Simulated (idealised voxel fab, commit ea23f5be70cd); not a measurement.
Documented hereafter: the process module known as voxel self aligned contacts.
Displayed cross-section: cut, width of 300 nm, square cells sized 5 nm.
How to read a cross-section here: the picture is a grid of square cells, written as bands going from the top down, and any band can span one or more rows of cells. First you get the band's top height and its bottom height, in nm, and then the materials it's made of, left to right, with each width in nm. If you see a single material with "edge to edge", that one covers the band edge to edge. "air" is empty space. The reference from which all heights are counted is 0, the level beneath which the as-received wafer is entirely one material; the lowest band, having no lower bound, proceeds downward and is written after the example "from 0 down". Note: "30 to 40" means the width goes from the first number (top row of the band) to the second number (bottom row) in equal steps per row of cells. "no alteration" -> step changed no cross-section cell. Enclosed voids (no open way to top), threshold 8 cells or more, entry "Catalogued sealed voids", notation width x height at distance, distance from left edge, nm. Post-settings text on a step line: simulator's own remark regarding the step. overlay nm: mask right of planned place by this much (step with mask). Neg. = left. Each pair below shows a cross-section before one step and the cross-section after it, down to the lowest band that changed. The line under each pair gives the step between them, with its settings. The pairs can come from different runs of this module on the same starting wafer, so a pair continues from the pair above only where its "Pre-step section" says so.
**Pre-step section**
    from 0 down = Si edge to edge
    Catalogued sealed voids: none
**Sectional View, Post-Process**
    from 0 to -5 = SiO2 edge to edge
    No changes below -5.
    Catalogued sealed voids: none
Process step separating the two views above: OXIDIZE, depth nm 5
Pre-step section: we pick up right where the pair above leaves off, with its after cross-section.
**Sectional View, Post-Process**
    from 20 to 0 = polySi edge to edge
    No changes below 0.
    Catalogued sealed voids: none
Process step separating the two views above: DIRECTIONAL_DEP, material polySi, thk nm 20
Pre-step section: we pick up right where the pair above leaves off, with its after cross-section.
**Sectional View, Post-Process**
    from 35 to 20 = SiN edge to edge
    No changes below 20.
    Catalogued sealed voids: none
Process step separating the two views above: DIRECTIONAL_DEP, material SiN, thk nm 15
Pre-step section: we pick up right where the pair above leaves off, with its after cross-section.
**Sectional View, Post-Process**
    from 35 to 20 = air 105  SiN 25  air 35  SiN 25  air 110
    No changes below 20.
    Catalogued sealed voids: none
Process step separating the two views above: MASKED_ETCH, tone cover, mask id GATE, width nm 25, pitch nm 60, etch materials SiN, depth nm 15, overlay nm 0
Pre-step section: we pick up right where the pair above leaves off, with its after cross-section.
**Sectional View, Post-Process**
    from 35 to 20 = air 105  SiN 25  air 35  SiN 25  air 110
    from 20 to 0 = air 105  polySi 25  air 35  polySi 25  air 110
    No changes below 0.
    Catalogued sealed voids: none
Process step separating the two views above: MASKED_ETCH, tone cover, mask id GATE, width nm 25, pitch nm 60, etch materials polySi, depth nm 20, overlay nm 0
Pre-step section: we pick up right where the pair above leaves off, with its after cross-section.
**Sectional View, Post-Process**
    from 40 to 20 = air 100  SiN 35  air 25  SiN 35  air 105
    from 20 to 5 = air 100  SiN 5  polySi 25  SiN 5  air 25  SiN 5  polySi 25  SiN 5  air 105
    from 5 to 0 = SiN 105  polySi 25  SiN 35  polySi 25  SiN 110
    No changes below 0.
    Catalogued sealed voids: none
Process step separating the two views above: CONFORMAL_DEP, material SiN, thk nm 5
Pre-step section: we pick up right where the pair above leaves off, with its after cross-section.
**Sectional View, Post-Process**
    from 35 to 20 = air 100  SiN 35  air 25  SiN 35  air 105
    from 20 to 0 = air 100  SiN 5  polySi 25  SiN 5  air 25  SiN 5  polySi 25  SiN 5  air 105
    No changes below 0.
    Catalogued sealed voids: none
Process step separating the two views above: DIRECTIONAL_ETCH, etch materials SiN, depth nm 5
Pre-step section: we pick up right where the pair above leaves off, with its after cross-section.
**Sectional View, Post-Process**
    from 50 to 35 = SiO2 edge to edge
    from 35 to 20 = SiO2 100  SiN 35  SiO2 25  SiN 35  SiO2 105
    from 20 to 0 = SiO2 100  SiN 5  polySi 25  SiN 5  SiO2 25  SiN 5  polySi 25  SiN 5  SiO2 105
    No changes below 0.
    Catalogued sealed voids: none
Process step separating the two views above: FILL_DEP, material SiO2, thk nm 15
Pre-step section: we pick up right where the pair above leaves off, with its after cross-section.
**Sectional View, Post-Process**
    from 40 to 35 = SiO2 edge to edge
    No changes below 35.
    Catalogued sealed voids: none
Process step separating the two views above: CMP, height nm 40
Pre-step section: we pick up right where the pair above leaves off, with its after cross-section.
**Sectional View, Post-Process**
    from 50 to 40 = aC edge to edge
    No changes below 40.
    Catalogued sealed voids: none
Process step separating the two views above: DIRECTIONAL_DEP, material aC, thk nm 10
Pre-step section: we pick up right where the pair above leaves off, with its after cross-section.
**Sectional View, Post-Process**
    from 80 to 50 = resist 125  air 45  resist 130
    No changes below 50.
    Catalogued sealed voids: none
Process step separating the two views above: PATTERN, tone open, mask id CONTACT, material resist, width nm 45, thk nm 30, overlay nm 0
Pre-step section: we pick up right where the pair above leaves off, with its after cross-section.
**Sectional View, Post-Process**
    from 70 to 50 = resist 125  air 45  resist 130
    from 50 to 40 = aC 125  air 45  aC 130
    No changes below 40.
    Catalogued sealed voids: none
Process step separating the two views above: DIRECTIONAL_ETCH, etch materials aC, depth nm 10
Pre-step section: we pick up right where the pair above leaves off, with its after cross-section.
**Sectional View, Post-Process**
    from 50 to 40 = aC 125  air 45  aC 130
    No changes below 40.
    Catalogued sealed voids: none
Process step separating the two views above: STRIP, etch materials resist
Pre-step section: we pick up right where the pair above leaves off, with its after cross-section.
**Sectional View, Post-Process**
    from 50 to 40 = aC 125  air 45  aC 130
    from 40 to 35 = SiO2 125  air 45  SiO2 130
    from 35 to 20 = SiO2 100  SiN 35  air 25  SiN 35  SiO2 105
    from 20 to 0 = SiO2 100  SiN 5  polySi 25  SiN 5  air 25  SiN 5  polySi 25  SiN 5  SiO2 105
    from 0 to -5 = SiO2 135  air 25  SiO2 140
    No changes below -5.
    Catalogued sealed voids: none
Process step separating the two views above: DIRECTIONAL_ETCH, etch materials SiO2, depth nm 45
Pre-step section: we pick up right where the pair above leaves off, with its after cross-section.
**Sectional View, Post-Process**
    from 40 to 35 = SiO2 125  air 45  SiO2 130
    No changes below 35.
    Catalogued sealed voids: none
Process step separating the two views above: STRIP, etch materials aC
Pre-step section: we pick up right where the pair above leaves off, with its after cross-section.
**Sectional View, Post-Process**
    from 45 to 40 = TiN 130  air 35  TiN 135
    from 40 to 35 = SiO2 125  TiN 15  air 15  TiN 15  SiO2 130
    from 35 to 20 = SiO2 100  SiN 35  TiN 5  air 15  TiN 5  SiN 35  SiO2 105
    from 20 to 0 = SiO2 100  SiN 5  polySi 25  SiN 5  TiN 5  air 15  TiN 5  SiN 5  polySi 25  SiN 5  SiO2 105
    from 0 to -5 = SiO2 135  TiN 25  SiO2 140
    No changes below -5.
    Catalogued sealed voids: none
Process step separating the two views above: CONFORMAL_DEP, material TiN, thk nm 5
Pre-step section: we pick up right where the pair above leaves off, with its after cross-section.
**Sectional View, Post-Process**
    from 50 to 45 = Ru edge to edge
    from 45 to 40 = TiN 130  Ru 35  TiN 135
    from 40 to 35 = SiO2 125  TiN 15  Ru 15  TiN 15  SiO2 130
    from 35 to 20 = SiO2 100  SiN 35  TiN 5  Ru 15  TiN 5  SiN 35  SiO2 105
    from 20 to 0 = SiO2 100  SiN 5  polySi 25  SiN 5  TiN 5  Ru 15  TiN 5  SiN 5  polySi 25  SiN 5  SiO2 105
    No changes below 0.
    Catalogued sealed voids: none
Process step separating the two views above: FILL_DEP, material Ru, thk nm 5
Pre-step section: we pick up right where the pair above leaves off, with its after cross-section.
**Sectional View, Post-Process**
    from 40 to 35 = SiO2 125  TiN 15  Ru 15  TiN 15  SiO2 130
    No changes below 35.
    Catalogued sealed voids: none
Process step separating the two views above: CMP, height nm 40
Pre-step section: we pick up right where the pair above leaves off, with its after cross-section.
**Sectional View, Post-Process**
    from 45 to 40 = SiN edge to edge
    No changes below 40.
    Catalogued sealed voids: none
Process step separating the two views above: CONFORMAL_DEP, material SiN, thk nm 5
**Pre-step section**
    from 0 down = Si edge to edge
    Catalogued sealed voids: none
**Sectional View, Post-Process**
    from 20 to 0 = polySi edge to edge
    No changes below 0.
    Catalogued sealed voids: none
Process step separating the two views above: DIRECTIONAL_DEP, material polySi, thk nm 20
Pre-step section: we pick up right where the pair above leaves off, with its after cross-section.
**Sectional View, Post-Process**
    from 35 to 20 = SiN edge to edge
    No changes below 20.
    Catalogued sealed voids: none
Process step separating the two views above: DIRECTIONAL_DEP, material SiN, thk nm 15
Pre-step section: we pick up right where the pair above leaves off, with its after cross-section.
**Sectional View, Post-Process**
    from 35 to 20 = air 105  SiN 25  air 35  SiN 25  air 110
    No changes below 20.
    Catalogued sealed voids: none
Process step separating the two views above: MASKED_ETCH, tone cover, mask id GATE, width nm 25, pitch nm 60, etch materials SiN, depth nm 15, overlay nm 0
Pre-step section: we pick up right where the pair above leaves off, with its after cross-section.
**Sectional View, Post-Process**
    from 35 to 20 = air 105  SiN 25  air 35  SiN 25  air 110
    from 20 to 0 = air 105  polySi 25  air 35  polySi 25  air 110
    No changes below 0.
    Catalogued sealed voids: none
Process step separating the two views above: MASKED_ETCH, tone cover, mask id GATE, width nm 25, pitch nm 60, etch materials polySi, depth nm 20, overlay nm 0
Pre-step section: we pick up right where the pair above leaves off, with its after cross-section.
**Sectional View, Post-Process**
    from 40 to 20 = air 100  SiN 35  air 25  SiN 35  air 105
    from 20 to 5 = air 100  SiN 5  polySi 25  SiN 5  air 25  SiN 5  polySi 25  SiN 5  air 105
    from 5 to 0 = SiN 105  polySi 25  SiN 35  polySi 25  SiN 110
    No changes below 0.
    Catalogued sealed voids: none
Process step separating the two views above: CONFORMAL_DEP, material SiN, thk nm 5
Pre-step section: we pick up right where the pair above leaves off, with its after cross-section.
**Sectional View, Post-Process**
    from 35 to 20 = air 100  SiN 35  air 25  SiN 35  air 105
    from 20 to 0 = air 100  SiN 5  polySi 25  SiN 5  air 25  SiN 5  polySi 25  SiN 5  air 105
    No changes below 0.
    Catalogued sealed voids: none
Process step separating the two views above: DIRECTIONAL_ETCH, etch materials SiN, depth nm 5
Pre-step section: we pick up right where the pair above leaves off, with its after cross-section.
**Sectional View, Post-Process**
    from 50 to 35 = SiO2 edge to edge
    from 35 to 20 = SiO2 100  SiN 35  SiO2 25  SiN 35  SiO2 105
    from 20 to 0 = SiO2 100  SiN 5  polySi 25  SiN 5  SiO2 25  SiN 5  polySi 25  SiN 5  SiO2 105
    No changes below 0.
    Catalogued sealed voids: none
Process step separating the two views above: FILL_DEP, material SiO2, thk nm 15
Pre-step section: we pick up right where the pair above leaves off, with its after cross-section.
**Sectional View, Post-Process**
    from 40 to 35 = SiO2 edge to edge
    No changes below 35.
    Catalogued sealed voids: none
Process step separating the two views above: CMP, height nm 40
Pre-step section: we pick up right where the pair above leaves off, with its after cross-section.
**Sectional View, Post-Process**
    from 50 to 40 = aC edge to edge
    No changes below 40.
    Catalogued sealed voids: none
Process step separating the two views above: DIRECTIONAL_DEP, material aC, thk nm 10
Pre-step section: we pick up right where the pair above leaves off, with its after cross-section.
**Sectional View, Post-Process**
    from 80 to 50 = resist 125  air 45  resist 130
    No changes below 50.
    Catalogued sealed voids: none
Process step separating the two views above: PATTERN, tone open, mask id CONTACT, material resist, width nm 45, thk nm 30, overlay nm 0
Pre-step section: we pick up right where the pair above leaves off, with its after cross-section.
**Sectional View, Post-Process**
    from 70 to 50 = resist 125  air 45  resist 130
    from 50 to 40 = aC 125  air 45  aC 130
    No changes below 40.
    Catalogued sealed voids: none
Process step separating the two views above: DIRECTIONAL_ETCH, etch materials aC, depth nm 10
Pre-step section: we pick up right where the pair above leaves off, with its after cross-section.
**Sectional View, Post-Process**
    from 50 to 40 = aC 125  air 45  aC 130
    No changes below 40.
    Catalogued sealed voids: none
Process step separating the two views above: STRIP, etch materials resist
Pre-step section: we pick up right where the pair above leaves off, with its after cross-section.
**Sectional View, Post-Process**
    from 50 to 40 = aC 125  air 45  aC 130
    from 40 to 35 = SiO2 125  air 45  SiO2 130
    from 35 to 20 = SiO2 100  SiN 35  air 25  SiN 35  SiO2 105
    from 20 to 0 = SiO2 100  SiN 5  polySi 25  SiN 5  air 25  SiN 5  polySi 25  SiN 5  SiO2 105
    No changes below 0.
    Catalogued sealed voids: none
Process step separating the two views above: DIRECTIONAL_ETCH, etch materials SiO2, depth nm 45
Pre-step section: we pick up right where the pair above leaves off, with its after cross-section.
**Sectional View, Post-Process**
    from 40 to 35 = SiO2 125  air 45  SiO2 130
    No changes below 35.
    Catalogued sealed voids: none
Process step separating the two views above: STRIP, etch materials aC
Pre-step section: we pick up right where the pair above leaves off, with its after cross-section.
**Sectional View, Post-Process**
    from 45 to 40 = TiN 130  air 35  TiN 135
    from 40 to 35 = SiO2 125  TiN 15  air 15  TiN 15  SiO2 130
    from 35 to 20 = SiO2 100  SiN 35  TiN 5  air 15  TiN 5  SiN 35  SiO2 105
    from 20 to 5 = SiO2 100  SiN 5  polySi 25  SiN 5  TiN 5  air 15  TiN 5  SiN 5  polySi 25  SiN 5  SiO2 105
    from 5 to 0 = SiO2 100  SiN 5  polySi 25  SiN 5  TiN 25  SiN 5  polySi 25  SiN 5  SiO2 105
    No changes below 0.
    Catalogued sealed voids: none
Process step separating the two views above: CONFORMAL_DEP, material TiN, thk nm 5
Pre-step section: we pick up right where the pair above leaves off, with its after cross-section.
**Sectional View, Post-Process**
    from 50 to 45 = Ru edge to edge
    from 45 to 40 = TiN 130  Ru 35  TiN 135
    from 40 to 35 = SiO2 125  TiN 15  Ru 15  TiN 15  SiO2 130
    from 35 to 20 = SiO2 100  SiN 35  TiN 5  Ru 15  TiN 5  SiN 35  SiO2 105
    from 20 to 5 = SiO2 100  SiN 5  polySi 25  SiN 5  TiN 5  Ru 15  TiN 5  SiN 5  polySi 25  SiN 5  SiO2 105
    No changes below 5.
    Catalogued sealed voids: none
Process step separating the two views above: FILL_DEP, material Ru, thk nm 5
Pre-step section: we pick up right where the pair above leaves off, with its after cross-section.
**Sectional View, Post-Process**
    from 40 to 35 = SiO2 125  TiN 15  Ru 15  TiN 15  SiO2 130
    No changes below 35.
    Catalogued sealed voids: none
Process step separating the two views above: CMP, height nm 40
Pre-step section: we pick up right where the pair above leaves off, with its after cross-section.
**Sectional View, Post-Process**
    from 45 to 40 = SiN edge to edge
    No changes below 40.
    Catalogued sealed voids: none
Process step separating the two views above: CONFORMAL_DEP, material SiN, thk nm 5
**Pre-step section**
    from 20 to 0 = polySi edge to edge
    from 0 to -5 = SiO2 edge to edge
    from -5 down = Si edge to edge
    Catalogued sealed voids: none
**Sectional View, Post-Process**
    from 40 to 0 = polySi edge to edge
    No changes below 0.
    Catalogued sealed voids: none
Process step separating the two views above: DIRECTIONAL_DEP, material polySi, thk nm 20
Pre-step section: we pick up right where the pair above leaves off, with its after cross-section.
**Sectional View, Post-Process**
    from 55 to 40 = SiN edge to edge
    No changes below 40.
    Catalogued sealed voids: none
Process step separating the two views above: DIRECTIONAL_DEP, material SiN, thk nm 15
Pre-step section: we pick up right where the pair above leaves off, with its after cross-section.
**Sectional View, Post-Process**
    from 55 to 40 = air 105  SiN 25  air 35  SiN 25  air 110
    No changes below 40.
    Catalogued sealed voids: none
Process step separating the two views above: MASKED_ETCH, tone cover, mask id GATE, width nm 25, pitch nm 60, etch materials SiN, depth nm 15, overlay nm 0
Pre-step section: we pick up right where the pair above leaves off, with its after cross-section.
**Sectional View, Post-Process**
    from 55 to 40 = air 105  SiN 25  air 35  SiN 25  air 110
    from 40 to 20 = air 105  polySi 25  air 35  polySi 25  air 110
    No changes below 20.
    Catalogued sealed voids: none
Process step separating the two views above: MASKED_ETCH, tone cover, mask id GATE, width nm 25, pitch nm 60, etch materials polySi, depth nm 20, overlay nm 0
Pre-step section: we pick up right where the pair above leaves off, with its after cross-section.
**Sectional View, Post-Process**
    from 60 to 40 = air 100  SiN 35  air 25  SiN 35  air 105
    from 40 to 25 = air 100  SiN 5  polySi 25  SiN 5  air 25  SiN 5  polySi 25  SiN 5  air 105
    from 25 to 20 = SiN 105  polySi 25  SiN 35  polySi 25  SiN 110
    No changes below 20.
    Catalogued sealed voids: none
Process step separating the two views above: CONFORMAL_DEP, material SiN, thk nm 5
Pre-step section: we pick up right where the pair above leaves off, with its after cross-section.
**Sectional View, Post-Process**
    from 55 to 40 = air 100  SiN 35  air 25  SiN 35  air 105
    from 40 to 20 = air 100  SiN 5  polySi 25  SiN 5  air 25  SiN 5  polySi 25  SiN 5  air 105
    No changes below 20.
    Catalogued sealed voids: none
Process step separating the two views above: DIRECTIONAL_ETCH, etch materials SiN, depth nm 5
Pre-step section: we pick up right where the pair above leaves off, with its after cross-section.
**Sectional View, Post-Process**
    from 70 to 55 = SiO2 edge to edge
    from 55 to 40 = SiO2 100  SiN 35  SiO2 25  SiN 35  SiO2 105
    from 40 to 20 = SiO2 100  SiN 5  polySi 25  SiN 5  SiO2 25  SiN 5  polySi 25  SiN 5  SiO2 105
    No changes below 20.
    Catalogued sealed voids: none
Process step separating the two views above: FILL_DEP, material SiO2, thk nm 15
Pre-step section: we pick up right where the pair above leaves off, with its after cross-section.
**Sectional View, Post-Process**
    from 40 to 20 = SiO2 100  SiN 5  polySi 25  SiN 5  SiO2 25  SiN 5  polySi 25  SiN 5  SiO2 105
    No changes below 20.
    Catalogued sealed voids: none
Process step separating the two views above: CMP, height nm 40
Pre-step section: we pick up right where the pair above leaves off, with its after cross-section.
**Sectional View, Post-Process**
    from 50 to 40 = aC edge to edge
    No changes below 40.
    Catalogued sealed voids: none
Process step separating the two views above: DIRECTIONAL_DEP, material aC, thk nm 10
Pre-step section: we pick up right where the pair above leaves off, with its after cross-section.
**Sectional View, Post-Process**
    from 80 to 50 = resist 125  air 45  resist 130
    No changes below 50.
    Catalogued sealed voids: none
Process step separating the two views above: PATTERN, tone open, mask id CONTACT, material resist, width nm 45, thk nm 30, overlay nm 0
Pre-step section: we pick up right where the pair above leaves off, with its after cross-section.
**Sectional View, Post-Process**
    from 70 to 50 = resist 125  air 45  resist 130
    from 50 to 40 = aC 125  air 45  aC 130
    No changes below 40.
    Catalogued sealed voids: none
Process step separating the two views above: DIRECTIONAL_ETCH, etch materials aC, depth nm 10
Pre-step section: we pick up right where the pair above leaves off, with its after cross-section.
**Sectional View, Post-Process**
    from 50 to 40 = aC 125  air 45  aC 130
    No changes below 40.
    Catalogued sealed voids: none
Process step separating the two views above: STRIP, etch materials resist
Pre-step section: we pick up right where the pair above leaves off, with its after cross-section.
**Sectional View, Post-Process**
    from 50 to 40 = aC 125  air 45  aC 130
    from 40 to 20 = SiO2 100  SiN 5  polySi 25  SiN 5  air 25  SiN 5  polySi 25  SiN 5  SiO2 105
    No changes below 20.
    Catalogued sealed voids: none
Process step separating the two views above: DIRECTIONAL_ETCH, etch materials SiO2, depth nm 45
Pre-step section: we pick up right where the pair above leaves off, with its after cross-section.
**Sectional View, Post-Process**
    from 40 to 20 = SiO2 100  SiN 5  polySi 25  SiN 5  air 25  SiN 5  polySi 25  SiN 5  SiO2 105
    No changes below 20.
    Catalogued sealed voids: none
Process step separating the two views above: STRIP, etch materials aC
Pre-step section: we pick up right where the pair above leaves off, with its after cross-section.
**Sectional View, Post-Process**
    from 45 to 40 = TiN 140  air 15  TiN 145
    from 40 to 25 = SiO2 100  SiN 5  polySi 25  SiN 5  TiN 5  air 15  TiN 5  SiN 5  polySi 25  SiN 5  SiO2 105
    from 25 to 20 = SiO2 100  SiN 5  polySi 25  SiN 5  TiN 25  SiN 5  polySi 25  SiN 5  SiO2 105
    No changes below 20.
    Catalogued sealed voids: none
Process step separating the two views above: CONFORMAL_DEP, material TiN, thk nm 5
Pre-step section: we pick up right where the pair above leaves off, with its after cross-section.
**Sectional View, Post-Process**
    from 50 to 45 = Ru edge to edge
    from 45 to 40 = TiN 140  Ru 15  TiN 145
    from 40 to 25 = SiO2 100  SiN 5  polySi 25  SiN 5  TiN 5  Ru 15  TiN 5  SiN 5  polySi 25  SiN 5  SiO2 105
    No changes below 25.
    Catalogued sealed voids: none
Process step separating the two views above: FILL_DEP, material Ru, thk nm 5
Pre-step section: we pick up right where the pair above leaves off, with its after cross-section.
**Sectional View, Post-Process**
    from 40 to 25 = SiO2 100  SiN 5  polySi 25  SiN 5  TiN 5  Ru 15  TiN 5  SiN 5  polySi 25  SiN 5  SiO2 105
    No changes below 25.
    Catalogued sealed voids: none
Process step separating the two views above: CMP, height nm 40
Pre-step section: we pick up right where the pair above leaves off, with its after cross-section.
**Sectional View, Post-Process**
    from 45 to 40 = SiN edge to edge
    No changes below 40.
    Catalogued sealed voids: none
Process step separating the two views above: CONFORMAL_DEP, material SiN, thk nm 5
**Pre-step section**
    from 20 to 0 = polySi edge to edge
    from 0 down = Si edge to edge
    Catalogued sealed voids: none
**Sectional View, Post-Process**
    from 20 to 15 = SiO2 edge to edge
    No changes below 15.
    Catalogued sealed voids: none
Process step separating the two views above: OXIDIZE, depth nm 5
Pre-step section: we pick up right where the pair above leaves off, with its after cross-section.
**Sectional View, Post-Process**
    from 35 to 20 = SiN edge to edge
    No changes below 20.
    Catalogued sealed voids: none
Process step separating the two views above: DIRECTIONAL_DEP, material SiN, thk nm 15
Pre-step section: we pick up right where the pair above leaves off, with its after cross-section.
**Sectional View, Post-Process**
    from 35 to 20 = air 105  SiN 25  air 35  SiN 25  air 110
    No changes below 20.
    Catalogued sealed voids: none
Process step separating the two views above: MASKED_ETCH, tone cover, mask id GATE, width nm 25, pitch nm 60, etch materials SiN, depth nm 15, overlay nm 0
Pre-step section: we pick up right where the pair above leaves off, with its after cross-section.
**Sectional View, Post-Process**
    from 40 to 25 = air 100  SiN 35  air 25  SiN 35  air 105
    from 25 to 20 = SiN edge to edge
    No changes below 20.
    Catalogued sealed voids: none
Process step separating the two views above: CONFORMAL_DEP, material SiN, thk nm 5
Pre-step section: we pick up right where the pair above leaves off, with its after cross-section.
**Sectional View, Post-Process**
    from 35 to 20 = air 100  SiN 35  air 25  SiN 35  air 105
    No changes below 20.
    Catalogued sealed voids: none
Process step separating the two views above: DIRECTIONAL_ETCH, etch materials SiN, depth nm 5
Pre-step section: we pick up right where the pair above leaves off, with its after cross-section.
**Sectional View, Post-Process**
    from 50 to 35 = SiO2 edge to edge
    from 35 to 20 = SiO2 100  SiN 35  SiO2 25  SiN 35  SiO2 105
    No changes below 20.
    Catalogued sealed voids: none
Process step separating the two views above: FILL_DEP, material SiO2, thk nm 15
Pre-step section: we pick up right where the pair above leaves off, with its after cross-section.
**Sectional View, Post-Process**
    from 40 to 35 = SiO2 edge to edge
    No changes below 35.
    Catalogued sealed voids: none
Process step separating the two views above: CMP, height nm 40
Pre-step section: we pick up right where the pair above leaves off, with its after cross-section.
**Sectional View, Post-Process**
    from 50 to 40 = aC edge to edge
    No changes below 40.
    Catalogued sealed voids: none
Process step separating the two views above: DIRECTIONAL_DEP, material aC, thk nm 10
Pre-step section: we pick up right where the pair above leaves off, with its after cross-section.
**Sectional View, Post-Process**
    from 80 to 50 = resist 125  air 45  resist 130
    No changes below 50.
    Catalogued sealed voids: none
Process step separating the two views above: PATTERN, tone open, mask id CONTACT, material resist, width nm 45, thk nm 30, overlay nm 0
Pre-step section: we pick up right where the pair above leaves off, with its after cross-section.
**Sectional View, Post-Process**
    from 70 to 50 = resist 125  air 45  resist 130
    from 50 to 40 = aC 125  air 45  aC 130
    No changes below 40.
    Catalogued sealed voids: none
Process step separating the two views above: DIRECTIONAL_ETCH, etch materials aC, depth nm 10
Pre-step section: we pick up right where the pair above leaves off, with its after cross-section.
**Sectional View, Post-Process**
    from 50 to 40 = aC 125  air 45  aC 130
    No changes below 40.
    Catalogued sealed voids: none
Process step separating the two views above: STRIP, etch materials resist
Pre-step section: we pick up right where the pair above leaves off, with its after cross-section.
**Sectional View, Post-Process**
    from 50 to 40 = aC 125  air 45  aC 130
    from 40 to 35 = SiO2 125  air 45  SiO2 130
    from 35 to 20 = SiO2 100  SiN 35  air 25  SiN 35  SiO2 105
    from 20 to 15 = SiO2 135  air 25  SiO2 140
    No changes below 15.
    Catalogued sealed voids: none
Process step separating the two views above: DIRECTIONAL_ETCH, etch materials SiO2, depth nm 45
Pre-step section: we pick up right where the pair above leaves off, with its after cross-section.
**Sectional View, Post-Process**
    from 40 to 35 = SiO2 125  air 45  SiO2 130
    No changes below 35.
    Catalogued sealed voids: none
Process step separating the two views above: STRIP, etch materials aC
Pre-step section: we pick up right where the pair above leaves off, with its after cross-section.
**Sectional View, Post-Process**
    from 45 to 40 = TiN 130  air 35  TiN 135
    from 40 to 35 = SiO2 125  TiN 15  air 15  TiN 15  SiO2 130
    from 35 to 20 = SiO2 100  SiN 35  TiN 5  air 15  TiN 5  SiN 35  SiO2 105
    from 20 to 15 = SiO2 135  TiN 25  SiO2 140
    No changes below 15.
    Catalogued sealed voids: none
Process step separating the two views above: CONFORMAL_DEP, material TiN, thk nm 5
Pre-step section: we pick up right where the pair above leaves off, with its after cross-section.
**Sectional View, Post-Process**
    from 50 to 45 = Ru edge to edge
    from 45 to 40 = TiN 130  Ru 35  TiN 135
    from 40 to 35 = SiO2 125  TiN 15  Ru 15  TiN 15  SiO2 130
    from 35 to 20 = SiO2 100  SiN 35  TiN 5  Ru 15  TiN 5  SiN 35  SiO2 105
    No changes below 20.
    Catalogued sealed voids: none
Process step separating the two views above: FILL_DEP, material Ru, thk nm 5
Pre-step section: we pick up right where the pair above leaves off, with its after cross-section.
**Sectional View, Post-Process**
    from 40 to 35 = SiO2 125  TiN 15  Ru 15  TiN 15  SiO2 130
    No changes below 35.
    Catalogued sealed voids: none
Process step separating the two views above: CMP, height nm 40
Pre-step section: we pick up right where the pair above leaves off, with its after cross-section.
**Sectional View, Post-Process**
    from 45 to 40 = SiN edge to edge
    No changes below 40.
    Catalogued sealed voids: none
Process step separating the two views above: CONFORMAL_DEP, material SiN, thk nm 5
**Pre-step section**
    from 0 to -5 = SiO2 edge to edge
    from -5 down = Si edge to edge
    Catalogued sealed voids: none
**Sectional View, Post-Process**
    from 30 to 0 = polySi edge to edge
    No changes below 0.
    Catalogued sealed voids: none
Process step separating the two views above: DIRECTIONAL_DEP, material polySi, thk nm 30
Pre-step section: we pick up right where the pair above leaves off, with its after cross-section.
**Sectional View, Post-Process**
    from 45 to 30 = SiN edge to edge
    No changes below 30.
    Catalogued sealed voids: none
Process step separating the two views above: DIRECTIONAL_DEP, material SiN, thk nm 15
Pre-step section: we pick up right where the pair above leaves off, with its after cross-section.
**Sectional View, Post-Process**
    from 45 to 30 = air 105  SiN 25  air 35  SiN 25  air 110
    No changes below 30.
    Catalogued sealed voids: none
Process step separating the two views above: MASKED_ETCH, tone cover, mask id GATE, width nm 25, pitch nm 60, etch materials SiN, depth nm 15, overlay nm 0
Pre-step section: we pick up right where the pair above leaves off, with its after cross-section.
**Sectional View, Post-Process**
    from 45 to 30 = air 105  SiN 25  air 35  SiN 25  air 110
    from 30 to 10 = air 105  polySi 25  air 35  polySi 25  air 110
    No changes below 10.
    Catalogued sealed voids: none
Process step separating the two views above: MASKED_ETCH, tone cover, mask id GATE, width nm 25, pitch nm 60, etch materials polySi, depth nm 20, overlay nm 0
Pre-step section: we pick up right where the pair above leaves off, with its after cross-section.
**Sectional View, Post-Process**
    from 50 to 30 = air 100  SiN 35  air 25  SiN 35  air 105
    from 30 to 15 = air 100  SiN 5  polySi 25  SiN 5  air 25  SiN 5  polySi 25  SiN 5  air 105
    from 15 to 10 = SiN 105  polySi 25  SiN 35  polySi 25  SiN 110
    No changes below 10.
    Catalogued sealed voids: none
Process step separating the two views above: CONFORMAL_DEP, material SiN, thk nm 5
Pre-step section: we pick up right where the pair above leaves off, with its after cross-section.
**Sectional View, Post-Process**
    from 45 to 30 = air 100  SiN 35  air 25  SiN 35  air 105
    from 30 to 10 = air 100  SiN 5  polySi 25  SiN 5  air 25  SiN 5  polySi 25  SiN 5  air 105
    No changes below 10.
    Catalogued sealed voids: none
Process step separating the two views above: DIRECTIONAL_ETCH, etch materials SiN, depth nm 5
Pre-step section: we pick up right where the pair above leaves off, with its after cross-section.
**Sectional View, Post-Process**
    from 60 to 45 = SiO2 edge to edge
    from 45 to 30 = SiO2 100  SiN 35  SiO2 25  SiN 35  SiO2 105
    from 30 to 10 = SiO2 100  SiN 5  polySi 25  SiN 5  SiO2 25  SiN 5  polySi 25  SiN 5  SiO2 105
    No changes below 10.
    Catalogued sealed voids: none
Process step separating the two views above: FILL_DEP, material SiO2, thk nm 15
Pre-step section: we pick up right where the pair above leaves off, with its after cross-section.
**Sectional View, Post-Process**
    from 40 to 30 = SiO2 100  SiN 35  SiO2 25  SiN 35  SiO2 105
    No changes below 30.
    Catalogued sealed voids: none
Process step separating the two views above: CMP, height nm 40
Pre-step section: we pick up right where the pair above leaves off, with its after cross-section.
**Sectional View, Post-Process**
    from 50 to 40 = aC edge to edge
    No changes below 40.
    Catalogued sealed voids: none
Process step separating the two views above: DIRECTIONAL_DEP, material aC, thk nm 10
Pre-step section: we pick up right where the pair above leaves off, with its after cross-section.
**Sectional View, Post-Process**
    from 80 to 50 = resist 125  air 45  resist 130
    No changes below 50.
    Catalogued sealed voids: none
Process step separating the two views above: PATTERN, tone open, mask id CONTACT, material resist, width nm 45, thk nm 30, overlay nm 0
Pre-step section: we pick up right where the pair above leaves off, with its after cross-section.
**Sectional View, Post-Process**
    from 70 to 50 = resist 125  air 45  resist 130
    from 50 to 40 = aC 125  air 45  aC 130
    No changes below 40.
    Catalogued sealed voids: none
Process step separating the two views above: DIRECTIONAL_ETCH, etch materials aC, depth nm 10
Pre-step section: we pick up right where the pair above leaves off, with its after cross-section.
**Sectional View, Post-Process**
    from 50 to 40 = aC 125  air 45  aC 130
    No changes below 40.
    Catalogued sealed voids: none
Process step separating the two views above: STRIP, etch materials resist
Pre-step section: we pick up right where the pair above leaves off, with its after cross-section.
**Sectional View, Post-Process**
    from 50 to 40 = aC 125  air 45  aC 130
    from 40 to 30 = SiO2 100  SiN 35  air 25  SiN 35  SiO2 105
    from 30 to 10 = SiO2 100  SiN 5  polySi 25  SiN 5  air 25  SiN 5  polySi 25  SiN 5  SiO2 105
    No changes below 10.
    Catalogued sealed voids: none
Process step separating the two views above: DIRECTIONAL_ETCH, etch materials SiO2, depth nm 45
Pre-step section: we pick up right where the pair above leaves off, with its after cross-section.
**Sectional View, Post-Process**
    from 40 to 30 = SiO2 100  SiN 35  air 25  SiN 35  SiO2 105
    No changes below 30.
    Catalogued sealed voids: none
Process step separating the two views above: STRIP, etch materials aC
